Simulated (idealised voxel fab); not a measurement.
The following is a process module called voxel local oxidation.
FYI the section here is cut, 260 nm wide, cells are 5 nm squares.
A cross-section is written here as square cells arranged in a grid, and it is given in bands from the top down, each band taking up one or more rows of cells.
Read a band's entry like this: the first values are the height of its top and the height of its bottom in nm, and what follows is the sequence of materials from left to right, each with its width in nm. Note that "empty" is empty space, and that a single material marked "everywhere" reaches across the band from edge to edge.
Heights are reckoned from 0. Under this level, the received wafer is all of one material. The bottommost band is open-ended downward, for example "0 and below".
Note: "30->40" means the width goes from the first number (top row of the band) to the second number (bottom row) in equal steps per row of cells.
Key: "nothing was modified" - step with no changed cell in the cross-section.
The entry "Fully sealed cavities" lists the empty spaces that cover at least 8 cells and have no open path to the top. Each is written as width x height at distance, where the distance is measured from the left edge and all three values are in nm.
Heads up: the bit after the settings on a step's line is the simulator's remark on that step.
"overlay nm" on a masked step: distance the mask lay right of its planned place, negative for left.
### List of planned process steps
1: RECEIVE: material Si
2: OXIDIZE: depth nm 5
3: CONFORMAL_DEP: material SiN, thk nm 15
4: PATTERN: tone cover, mask id ACTIVE, material resist, width nm 100, pitch nm 125, thk nm 20, overlay nm 0
5: DIRECTIONAL_ETCH: etch materials SiN, depth nm 15
6: STRIP: etch materials resist
7: SELECTIVE_ETCH: etch materials SiO2, depth nm 5
8: OXIDIZE: depth nm 15
9: STRIP: etch materials SiN
### The first wafer of two, processed as planned
### Incoming wafer in cross-section (state: after step 1)
* 0 and below  Si everywhere
* Fully sealed cavities: none
### Once step 2 is through, the wafer looks like this in cross-section
* 0 down to -5  SiO2 everywhere
* Below -5, no change.
### Once step 3 is through, the wafer looks like this in cross-section
* 15 down to 0  SiN everywhere
* Below 0, no change.
### Once step 4 is through, the wafer looks like this in cross-section
* 35 down to 15  15 empty, then 100 resist, then 25 empty, then 100 resist, then 20 empty
* Below 15, no change.
### Once step 5 is through, the wafer looks like this in cross-section
* 35 down to 15  15 empty, then 100 resist, then 25 empty, then 100 resist, then 20 empty
* 15 down to 0  15 empty, then 100 SiN, then 25 empty, then 100 SiN, then 20 empty
* Below 0, no change.
### Once step 6 is through, the wafer looks like this in cross-section
* 15 down to 0  15 empty, then 100 SiN, then 25 empty, then 100 SiN, then 20 empty
* Below 0, no change.
### Once step 7 is through, the wafer looks like this in cross-section
* 15 down to 0  15 empty, then 100 SiN, then 25 empty, then 100 SiN, then 20 empty
* 0 down to -5  20 empty, then 90 SiO2, then 35 empty, then 90 SiO2, then 25 empty
* Below -5, no change.
### Once step 8 is through, the wafer looks like this in cross-section
* 15 down to 0  15 empty, then 100 SiN, then 25 empty, then 100 SiN, then 20 empty
* 0 down to -5  20 empty, then 90 SiO2, then 35 empty, then 90 SiO2, then 25 empty
* -5 down to -20  35 SiO2, then 60 Si, then 65 SiO2, then 60 Si, then 40 SiO2
* Below -20, no change.
### Once step 9 is through, the wafer looks like this in cross-section
* 0 down to -5  20 empty, then 90 SiO2, then 35 empty, then 90 SiO2, then 25 empty
* Below -5, no change.
### The second wafer began exactly as the first did and followed the same plan, but one mistake was made while running it; through step 3 inclusive, the two wafers are identical
### Second wafer, cross-section, planned end of step 4
* 35 down to 15  15 empty, then 105 resist, then 20 empty, then 105 resist, then 15 empty
* Below 15, no change.
### Second wafer, cross-section, planned end of step 5
* 35 down to 15  15 empty, then 105 resist, then 20 empty, then 105 resist, then 15 empty
* 15 down to 0  15 empty, then 105 SiN, then 20 empty, then 105 SiN, then 15 empty
* Below 0, no change.
### Second wafer, cross-section, planned end of step 6
* 15 down to 0  15 empty, then 105 SiN, then 20 empty, then 105 SiN, then 15 empty
* Below 0, no change.
### Second wafer, cross-section, planned end of step 7
* 15 down to 0  15 empty, then 105 SiN, then 20 empty, then 105 SiN, then 15 empty
* 0 down to -5  20 empty, then 95 SiO2, then 30 empty, then 95 SiO2, then 20 empty
* Below -5, no change.
### Second wafer, cross-section, planned end of step 8
* 15 down to 0  15 empty, then 105 SiN, then 20 empty, then 105 SiN, then 15 empty
* 0 down to -5  20 empty, then 95 SiO2, then 30 empty, then 95 SiO2, then 20 empty
* -5 down to -20  35 SiO2, then 65 Si, then 60 SiO2, then 65 Si, then 35 SiO2
* Below -20, no change.
### Second wafer, cross-section, planned end of step 9
* 0 down to -5  20 empty, then 95 SiO2, then 30 empty, then 95 SiO2, then 20 empty
* Below -5, no change.
The plan and the run diverged here: contrary to plan, step 4 was performed as PATTERN: tone cover, mask id ACTIVE, material resist, width nm 105, pitch nm 125, thk nm 20, overlay nm 0
Final wafer comparison in cells, second versus first, more or fewer per material: Si +6, SiO2 -4
